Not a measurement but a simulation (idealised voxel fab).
The process module that follows is named voxel gate over fins.
FYI the section here is cut, 155 nm wide, cells are 5 nm squares.
We lay out every cross-section as a grid of square cells and spell it out in bands from the top down, where one band means one or more rows of cells. Heights first: top, then bottom, in nm. Then materials, left to right, each with a width in nm. "throughout" on a single material: fills the band edge to edge. "blank": empty space. Where do heights start? At 0: under that level the wafer as delivered is made of one material only. And the lowest band has no floor; it just carries on downward, as in "0 -> down". Graded width ("30 to 40"): value in top row of band = first number; value in bottom row = second number; row-to-row change constant. What does "stayed the same" mean for a step? It means no cell of the cross-section changed in that step. Listed in "Entrapped voids": every empty space of 8 or more cells without an open way to the top. Form: width x height at distance, the distance being from the left edge, all in nm. On each step's line, the part that comes after the settings is the simulator's own comment on the step. overlay nm: mask offset rightward from planned place, masked step; negative means leftward offset.

# plan
1,RECEIVE: material Si
2,CONFORMAL_DEP: material SiN, thk nm 10
3,MASKED_ETCH: tone cover, mask id FINS, width nm 15, pitch nm 55, etch materials SiN, depth nm 10, overlay nm 0
4,MASKED_ETCH: tone cover, mask id FINS, width nm 15, pitch nm 55, etch materials Si, depth nm 30, overlay nm 0
5,FILL_DEP: material SiO2, thk nm 10
6,CMP: height nm 10
7,DIRECTIONAL_DEP: material aC, thk nm 10
8,PATTERN: tone open, mask id RAIL, material resist, width nm 15, thk nm 25, overlay nm 0
9,DIRECTIONAL_ETCH: etch materials aC, depth nm 10
10,STRIP: etch materials resist
11,DIRECTIONAL_ETCH: etch materials SiO2, depth nm 35
12,STRIP: etch materials aC
13,CONFORMAL_DEP: material TiN, thk nm 5
14,FILL_DEP: material W, thk nm 5
15,CMP: height nm 10
16,SELECTIVE_ETCH: etch materials W Ru TiN, depth nm 30
17,FILL_DEP: material SiO2, thk nm 5
18,CMP: height nm 10
19,SELECTIVE_ETCH: etch materials SiO2, depth nm 25
20,STRIP: etch materials SiN
21,CONFORMAL_DEP: material HfO2, thk nm 5
22,CONFORMAL_DEP: material TiN, thk nm 5
23,FILL_DEP: material W, thk nm 15
24,CMP: height nm 20
25,CONFORMAL_DEP: material SiCN, thk nm 10

# Delivered wafer in cross-section: state after step 1
- 0 -> down  Si throughout
- Entrapped voids: none

# One mistake in running the module, otherwise start and plan as above: cross-section at the end
- 30 -> 20  SiCN throughout
- 20 -> 10  W throughout
- 10 -> 5  W 30, then TiN 35, then W 20, then TiN 35, then W 35
- 5 -> 0  W 30, then TiN 5, then HfO2 25, then TiN 5, then W 20, then TiN 5, then HfO2 25, then TiN 5, then W 35
- 0 -> -5  W 30, then TiN 5, then HfO2 5, then Si 15, then HfO2 5, then TiN 5, then W 20, then TiN 5, then HfO2 5, then Si 15, then HfO2 5, then TiN 5, then W 35
- -5 -> -10  TiN 35, then HfO2 5, then Si 15, then HfO2 5, then TiN 30, then HfO2 5, then Si 15, then HfO2 5, then TiN 40
- -10 -> -15  HfO2 40, then Si 15, then HfO2 40, then Si 15, then HfO2 45
- -15 -> -20  SiO2 40, then Si 15, then SiO2 40, then Si 15, then SiO2 45
- -20 -> -25  SiO2 40, then Si 15, then SiO2 10, then TiN 15, then SiO2 15, then Si 15, then SiO2 45
- -25 -> -60  SiO2 40, then Si 15, then SiO2 40, then Si 15, then SiO2 45
- -60 -> down  Si throughout
- Entrapped voids: none
Where did the run depart from the plan? twice, step 4 of the plan was run
